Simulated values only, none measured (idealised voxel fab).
Presented below is a process module, voxel self aligned contacts.
Cross-section cut spans 270 nm and uses square cells 5 nm in size.
If you're reading a cross-section in this doc, picture square cells in a grid; it comes to you as bands, top ones listed first down to the bottom, and a band can be one or more rows of cells. This entry defines a band. It first specifies the height of the band's top and the height of its bottom in nm, and then specifies the band's materials from left to right, stating each material with its width in nm. The word "everywhere" identifies a single material that fills the band from edge to edge, while the word "air" identifies empty space. Heights are expressed relative to 0, this being the level below which the as-received wafer comprises one material exclusively. The lowest band is unbounded in the downward direction and is denoted as in "0 -> down". Think of "30..40" as a width that walks from the first number to the second as you go down the band, top row to bottom row, taking equal-sized steps from row to row. "everything unchanged" -> step changed no cross-section cell. Entry "Closed void inventory" = empty spaces >= 8 cells with no open way to the top; each as width x height at distance, distance from left edge, all nm. Whatever follows a step's settings on its line is a remark the simulator itself makes about that step. The setting "overlay nm" may be written on the line of a step. When the step uses a mask, the value reports how far to the right of the planned place the mask lay, and a negative value reports that it lay to the left.
The following list gives the planned process steps
1) RECEIVE: material Si
2) OXIDIZE: depth nm 5
3) DIRECTIONAL_DEP: material polySi, thk nm 25
4) DIRECTIONAL_DEP: material SiN, thk nm 20
5) PATTERN: tone cover, mask id GATE, material resist, width nm 25, pitch nm 70, thk nm 20, overlay nm 0
6) DIRECTIONAL_ETCH: etch materials SiN, depth nm 20
7) DIRECTIONAL_ETCH: etch materials polySi, depth nm 25
8) STRIP: etch materials resist
9) CONFORMAL_DEP: material SiN, thk nm 10
10) DIRECTIONAL_ETCH: etch materials SiN, depth nm 10
11) FILL_DEP: material SiO2, thk nm 10
12) CMP: height nm 50
13) PATTERN: tone open, mask id CONTACT, material resist, width nm 45, pitch nm 70, thk nm 15, overlay nm 0
14) DIRECTIONAL_ETCH: etch materials SiO2, depth nm 55
15) STRIP: etch materials resist
16) CONFORMAL_DEP: material TiN, thk nm 5
17) FILL_DEP: material W, thk nm 10
18) CMP: height nm 50
19) CONFORMAL_DEP: material SiN, thk nm 5
The wafers are alike at the start. At step 13, their width nm differs. The plan lists the first wafer's value.
The first of several wafers as received, shown in cross-section; this is its state after step 1
  0 -> down | Si everywhere
  Closed void inventory: none
Module finished, last step 19 done: cross-section of the first of several wafers
  55 -> 50 | SiN everywhere
  50 -> 45 | SiO2 (75)  TiN (15)  W (15)  TiN (15)  SiO2 (25)  TiN (15)  W (15)  TiN (15)  SiO2 (80)
  45 -> 25 | SiO2 (40)  SiN (45)  TiN (5)  W (15)  TiN (5)  SiN (45)  TiN (5)  W (15)  TiN (5)  SiN (45)  SiO2 (45)
  25 -> 0 | SiO2 (40)  SiN (10)  polySi (25)  SiN (10)  TiN (5)  W (15)  TiN (5)  SiN (10)  polySi (25)  SiN (10)  TiN (5)  W (15)  TiN (5)  SiN (10)  polySi (25)  SiN (10)  SiO2 (45)
  0 -> -5 | SiO2 (85)  TiN (25)  SiO2 (45)  TiN (25)  SiO2 (90)
  -5 -> down | Si everywhere
  Closed void inventory: none
At the end of the module, the last of several wafers in cross-section
  55 -> 50 | SiN everywhere
  50 -> 45 | SiO2 (70)  TiN (20)  W (15)  TiN (20)  SiO2 (15)  TiN (20)  W (15)  TiN (20)  SiO2 (75)
  45 -> 25 | SiO2 (40)  SiN (45)  TiN (5)  W (15)  TiN (5)  SiN (45)  TiN (5)  W (15)  TiN (5)  SiN (45)  SiO2 (45)
  25 -> 0 | SiO2 (40)  SiN (10)  polySi (25)  SiN (10)  TiN (5)  W (15)  TiN (5)  SiN (10)  polySi (25)  SiN (10)  TiN (5)  W (15)  TiN (5)  SiN (10)  polySi (25)  SiN (10)  SiO2 (45)
  0 -> -5 | SiO2 (85)  TiN (25)  SiO2 (45)  TiN (25)  SiO2 (90)
  -5 -> down | Si everywhere
  Closed void inventory: none
Table: wafers, a row each; end-of-module cell change per material since receipt, gain (+), loss (-); then closed voids
width nm 45, -54 Si, +222 SiN, +233 SiO2, +58 TiN, +60 W, +75 polySi, Closed void inventory: none
width nm 50, -54 Si, +222 SiN, +231 SiO2, +60 TiN, +60 W, +75 polySi, Closed void inventory: none
width nm 55, -54 Si, +222 SiN, +229 SiO2, +62 TiN, +60 W, +75 polySi, Closed void inventory: none
